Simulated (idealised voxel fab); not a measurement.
Process module heading - voxel gate over fins
Cross-section cut: width 295 nm, square cells of 5 nm.
Square cells in a grid make up a cross-section in this document, and the grid is given as bands, listed from the top down, each one or more rows of cells.
The entry gives the band's vertical extent as a top height and a bottom height in nm, then its horizontal make-up as materials from left to right, each with a width in nm. "empty" stands for empty space; a single material marked "edge to edge" fills the band edge to edge.
The level at which height equals 0 is the one under which the wafer, as it arrives, is entirely one material. No lower edge exists for the bottom band, which continues downward and is notated as in "0 down".
Graded width ("30..40"): value in top row of band = first number; value in bottom row = second number; row-to-row change constant.
"nothing changed" after a step means that no cell of the cross-section changed.
"Sealed-off cavities" lists enclosed empty spaces (at least 8 cells, no open path upward to the top), each as width x height at distance from the left edge, in nm.
On each step's line, the part that comes after the settings is the simulator's own comment on the step.
What "overlay nm" on a step's line means: if the step has a mask, that mask lay this far to the right of its planned place, or, when the value is negative, to the left.
PLANNED STEP LIST FOR THE PROCESS
1,RECEIVE | material Si
2,CONFORMAL_DEP | material SiN | thk nm 10
3,DIRECTIONAL_DEP | material aC | thk nm 15
4,PATTERN | tone cover | mask id FINS | material resist | width nm 15 | pitch nm 35 | thk nm 35 | overlay nm 0
5,DIRECTIONAL_ETCH | etch materials aC | depth nm 15
6,STRIP | etch materials resist
7,DIRECTIONAL_ETCH | etch materials SiN | depth nm 10
8,DIRECTIONAL_ETCH | etch materials Si | depth nm 40
9,STRIP | etch materials aC
10,FILL_DEP | material SiO2 | thk nm 10
11,CMP | height nm 10
12,SELECTIVE_ETCH | etch materials SiO2 | depth nm 20
13,STRIP | etch materials SiN
14,CONFORMAL_DEP | material HfO2 | thk nm 5
15,CONFORMAL_DEP | material TiN | thk nm 5
16,CONFORMAL_DEP | material TiAl | thk nm 5
17,CONFORMAL_DEP | material TiN | thk nm 5
18,FILL_DEP | material W | thk nm 15
19,CMP | height nm 30
20,CONFORMAL_DEP | material SiCN | thk nm 5
WHAT FOLLOWS COVERS THE FIRST OF TWO WAFERS; IT RAN AS PLANNED
CROSS-SECTION: WAFER ON ARRIVAL = AFTER STEP 1
0 down  Si edge to edge
Sealed-off cavities: none
SO THIS IS THE WAFER CROSS-SECTION RIGHT AFTER STEP 2
10 to 0  SiN edge to edge
For the remainder of the cross-section, below 0, there is no change.
SO THIS IS THE WAFER CROSS-SECTION RIGHT AFTER STEP 3
25 to 10  aC edge to edge
For the remainder of the cross-section, below 10, there is no change.
SO THIS IS THE WAFER CROSS-SECTION RIGHT AFTER STEP 4
60 to 25  empty (120); resist (15); empty (20); resist (15); empty (125)
For the remainder of the cross-section, below 25, there is no change.
SO THIS IS THE WAFER CROSS-SECTION RIGHT AFTER STEP 5
45 to 25  empty (120); resist (15); empty (20); resist (15); empty (125)
25 to 10  empty (120); aC (15); empty (20); aC (15); empty (125)
For the remainder of the cross-section, below 10, there is no change.
SO THIS IS THE WAFER CROSS-SECTION RIGHT AFTER STEP 6
25 to 10  empty (120); aC (15); empty (20); aC (15); empty (125)
For the remainder of the cross-section, below 10, there is no change.
SO THIS IS THE WAFER CROSS-SECTION RIGHT AFTER STEP 7
25 to 10  empty (120); aC (15); empty (20); aC (15); empty (125)
10 to 0  empty (120); SiN (15); empty (20); SiN (15); empty (125)
For the remainder of the cross-section, below 0, there is no change.
SO THIS IS THE WAFER CROSS-SECTION RIGHT AFTER STEP 8
25 to 10  empty (120); aC (15); empty (20); aC (15); empty (125)
10 to 0  empty (120); SiN (15); empty (20); SiN (15); empty (125)
0 to -40  empty (120); Si (15); empty (20); Si (15); empty (125)
For the remainder of the cross-section, below -40, there is no change.
SO THIS IS THE WAFER CROSS-SECTION RIGHT AFTER STEP 9
10 to 0  empty (120); SiN (15); empty (20); SiN (15); empty (125)
For the remainder of the cross-section, below 0, there is no change.
SO THIS IS THE WAFER CROSS-SECTION RIGHT AFTER STEP 10
20 to 10  SiO2 edge to edge
10 to 0  SiO2 (120); SiN (15); SiO2 (20); SiN (15); SiO2 (125)
0 to -40  SiO2 (120); Si (15); SiO2 (20); Si (15); SiO2 (125)
For the remainder of the cross-section, below -40, there is no change.
SO THIS IS THE WAFER CROSS-SECTION RIGHT AFTER STEP 11
10 to 0  SiO2 (120); SiN (15); SiO2 (20); SiN (15); SiO2 (125)
For the remainder of the cross-section, below 0, there is no change.
SO THIS IS THE WAFER CROSS-SECTION RIGHT AFTER STEP 12
10 to 0  empty (120); SiN (15); empty (20); SiN (15); empty (125)
0 to -10  empty (120); Si (15); empty (20); Si (15); empty (125)
For the remainder of the cross-section, below -10, there is no change.
SO THIS IS THE WAFER CROSS-SECTION RIGHT AFTER STEP 13
0 to -10  empty (120); Si (15); empty (20); Si (15); empty (125)
For the remainder of the cross-section, below -10, there is no change.
SO THIS IS THE WAFER CROSS-SECTION RIGHT AFTER STEP 14
5 to 0  empty (115); HfO2 (25); empty (10); HfO2 (25); empty (120)
0 to -5  empty (115); HfO2 (5); Si (15); HfO2 (5); empty (10); HfO2 (5); Si (15); HfO2 (5); empty (120)
-5 to -10  HfO2 (120); Si (15); HfO2 (20); Si (15); HfO2 (125)
For the remainder of the cross-section, below -10, there is no change.
SO THIS IS THE WAFER CROSS-SECTION RIGHT AFTER STEP 15
10 to 5  empty (110); TiN (70); empty (115)
5 to 0  empty (110); TiN (5); HfO2 (25); TiN (10); HfO2 (25); TiN (5); empty (115)
0 to -5  TiN (115); HfO2 (5); Si (15); HfO2 (5); TiN (10); HfO2 (5); Si (15); HfO2 (5); TiN (120)
For the remainder of the cross-section, below -5, there is no change.
SO THIS IS THE WAFER CROSS-SECTION RIGHT AFTER STEP 16
15 to 10  empty (105); TiAl (80); empty (110)
10 to 5  empty (105); TiAl (5); TiN (70); TiAl (5); empty (110)
5 to 0  TiAl (110); TiN (5); HfO2 (25); TiN (10); HfO2 (25); TiN (5); TiAl (115)
For the remainder of the cross-section, below 0, there is no change.
SO THIS IS THE WAFER CROSS-SECTION RIGHT AFTER STEP 17
20 to 15  empty (100); TiN (90); empty (105)
15 to 10  empty (100); TiN (5); TiAl (80); TiN (5); empty (105)
10 to 5  TiN (105); TiAl (5); TiN (70); TiAl (5); TiN (110)
For the remainder of the cross-section, below 5, there is no change.
SO THIS IS THE WAFER CROSS-SECTION RIGHT AFTER STEP 18
35 to 20  W edge to edge
20 to 15  W (100); TiN (90); W (105)
15 to 10  W (100); TiN (5); TiAl (80); TiN (5); W (105)
For the remainder of the cross-section, below 10, there is no change.
SO THIS IS THE WAFER CROSS-SECTION RIGHT AFTER STEP 19
30 to 20  W edge to edge
For the remainder of the cross-section, below 20, there is no change.
SO THIS IS THE WAFER CROSS-SECTION RIGHT AFTER STEP 20
35 to 30  SiCN edge to edge
For the remainder of the cross-section, below 30, there is no change.
FOR THE SECOND WAFER, TAKE THE FIRST WAFER'S START AND PLAN, THEN ADD ONE MISTAKE MADE IN RUNNING IT; EVERYTHING THROUGH STEP 3, THAT STEP INCLUDED, IS SHARED WITH THE FIRST
CROSS-SECTION OF THE SECOND WAFER AT THE TIME BY WHICH STEP 4 SHOULD HAVE BEEN COMPLETED ACCORDING TO THE PLAN
60 to 25  empty (115); resist (15); empty (20); resist (15); empty (130)
For the remainder of the cross-section, below 25, there is no change.
CROSS-SECTION OF THE SECOND WAFER AT THE TIME BY WHICH STEP 5 SHOULD HAVE BEEN COMPLETED ACCORDING TO THE PLAN
45 to 25  empty (115); resist (15); empty (20); resist (15); empty (130)
25 to 10  empty (115); aC (15); empty (20); aC (15); empty (130)
For the remainder of the cross-section, below 10, there is no change.
CROSS-SECTION OF THE SECOND WAFER AT THE TIME BY WHICH STEP 6 SHOULD HAVE BEEN COMPLETED ACCORDING TO THE PLAN
25 to 10  empty (115); aC (15); empty (20); aC (15); empty (130)
For the remainder of the cross-section, below 10, there is no change.
CROSS-SECTION OF THE SECOND WAFER AT THE TIME BY WHICH STEP 7 SHOULD HAVE BEEN COMPLETED ACCORDING TO THE PLAN
25 to 10  empty (115); aC (15); empty (20); aC (15); empty (130)
10 to 0  empty (115); SiN (15); empty (20); SiN (15); empty (130)
For the remainder of the cross-section, below 0, there is no change.
CROSS-SECTION OF THE SECOND WAFER AT THE TIME BY WHICH STEP 8 SHOULD HAVE BEEN COMPLETED ACCORDING TO THE PLAN
25 to 10  empty (115); aC (15); empty (20); aC (15); empty (130)
10 to 0  empty (115); SiN (15); empty (20); SiN (15); empty (130)
0 to -40  empty (115); Si (15); empty (20); Si (15); empty (130)
For the remainder of the cross-section, below -40, there is no change.
CROSS-SECTION OF THE SECOND WAFER AT THE TIME BY WHICH STEP 9 SHOULD HAVE BEEN COMPLETED ACCORDING TO THE PLAN
10 to 0  empty (115); SiN (15); empty (20); SiN (15); empty (130)
For the remainder of the cross-section, below 0, there is no change.
CROSS-SECTION OF THE SECOND WAFER AT THE TIME BY WHICH STEP 10 SHOULD HAVE BEEN COMPLETED ACCORDING TO THE PLAN
20 to 10  SiO2 edge to edge
10 to 0  SiO2 (115); SiN (15); SiO2 (20); SiN (15); SiO2 (130)
0 to -40  SiO2 (115); Si (15); SiO2 (20); Si (15); SiO2 (130)
For the remainder of the cross-section, below -40, there is no change.
CROSS-SECTION OF THE SECOND WAFER AT THE TIME BY WHICH STEP 11 SHOULD HAVE BEEN COMPLETED ACCORDING TO THE PLAN
10 to 0  SiO2 (115); SiN (15); SiO2 (20); SiN (15); SiO2 (130)
For the remainder of the cross-section, below 0, there is no change.
CROSS-SECTION OF THE SECOND WAFER AT THE TIME BY WHICH STEP 12 SHOULD HAVE BEEN COMPLETED ACCORDING TO THE PLAN
10 to 0  empty (115); SiN (15); empty (20); SiN (15); empty (130)
0 to -10  empty (115); Si (15); empty (20); Si (15); empty (130)
For the remainder of the cross-section, below -10, there is no change.
CROSS-SECTION OF THE SECOND WAFER AT THE TIME BY WHICH STEP 13 SHOULD HAVE BEEN COMPLETED ACCORDING TO THE PLAN
0 to -10  empty (115); Si (15); empty (20); Si (15); empty (130)
For the remainder of the cross-section, below -10, there is no change.
CROSS-SECTION OF THE SECOND WAFER AT THE TIME BY WHICH STEP 14 SHOULD HAVE BEEN COMPLETED ACCORDING TO THE PLAN
5 to 0  empty (110); HfO2 (25); empty (10); HfO2 (25); empty (125)
0 to -5  empty (110); HfO2 (5); Si (15); HfO2 (5); empty (10); HfO2 (5); Si (15); HfO2 (5); empty (125)
-5 to -10  HfO2 (115); Si (15); HfO2 (20); Si (15); HfO2 (130)
For the remainder of the cross-section, below -10, there is no change.
CROSS-SECTION OF THE SECOND WAFER AT THE TIME BY WHICH STEP 15 SHOULD HAVE BEEN COMPLETED ACCORDING TO THE PLAN
10 to 5  empty (105); TiN (70); empty (120)
5 to 0  empty (105); TiN (5); HfO2 (25); TiN (10); HfO2 (25); TiN (5); empty (120)
0 to -5  TiN (110); HfO2 (5); Si (15); HfO2 (5); TiN (10); HfO2 (5); Si (15); HfO2 (5); TiN (125)
For the remainder of the cross-section, below -5, there is no change.
CROSS-SECTION OF THE SECOND WAFER AT THE TIME BY WHICH STEP 16 SHOULD HAVE BEEN COMPLETED ACCORDING TO THE PLAN
15 to 10  empty (100); TiAl (80); empty (115)
10 to 5  empty (100); TiAl (5); TiN (70); TiAl (5); empty (115)
5 to 0  TiAl (105); TiN (5); HfO2 (25); TiN (10); HfO2 (25); TiN (5); TiAl (120)
For the remainder of the cross-section, below 0, there is no change.
CROSS-SECTION OF THE SECOND WAFER AT THE TIME BY WHICH STEP 17 SHOULD HAVE BEEN COMPLETED ACCORDING TO THE PLAN
20 to 15  empty (95); TiN (90); empty (110)
15 to 10  empty (95); TiN (5); TiAl (80); TiN (5); empty (110)
10 to 5  TiN (100); TiAl (5); TiN (70); TiAl (5); TiN (115)
For the remainder of the cross-section, below 5, there is no change.
CROSS-SECTION OF THE SECOND WAFER AT THE TIME BY WHICH STEP 18 SHOULD HAVE BEEN COMPLETED ACCORDING TO THE PLAN
35 to 20  W edge to edge
20 to 15  W (95); TiN (90); W (110)
15 to 10  W (95); TiN (5); TiAl (80); TiN (5); W (110)
For the remainder of the cross-section, below 10, there is no change.
CROSS-SECTION OF THE SECOND WAFER AT THE TIME BY WHICH STEP 19 SHOULD HAVE BEEN COMPLETED ACCORDING TO THE PLAN
30 to 20  W edge to edge
For the remainder of the cross-section, below 20, there is no change.
CROSS-SECTION OF THE SECOND WAFER AT THE TIME BY WHICH STEP 20 SHOULD HAVE BEEN COMPLETED ACCORDING TO THE PLAN
35 to 30  SiCN edge to edge
For the remainder of the cross-section, below 30, there is no change.
Misprocessing identified: step 4 off recipe, ran as PATTERN | tone cover | mask id FINS | material resist | width nm 15 | pitch nm 35 | thk nm 35 | overlay nm -5
At the end, each material covers as many cells on the second wafer as it does on the first, though the cells it covers are elsewhere.
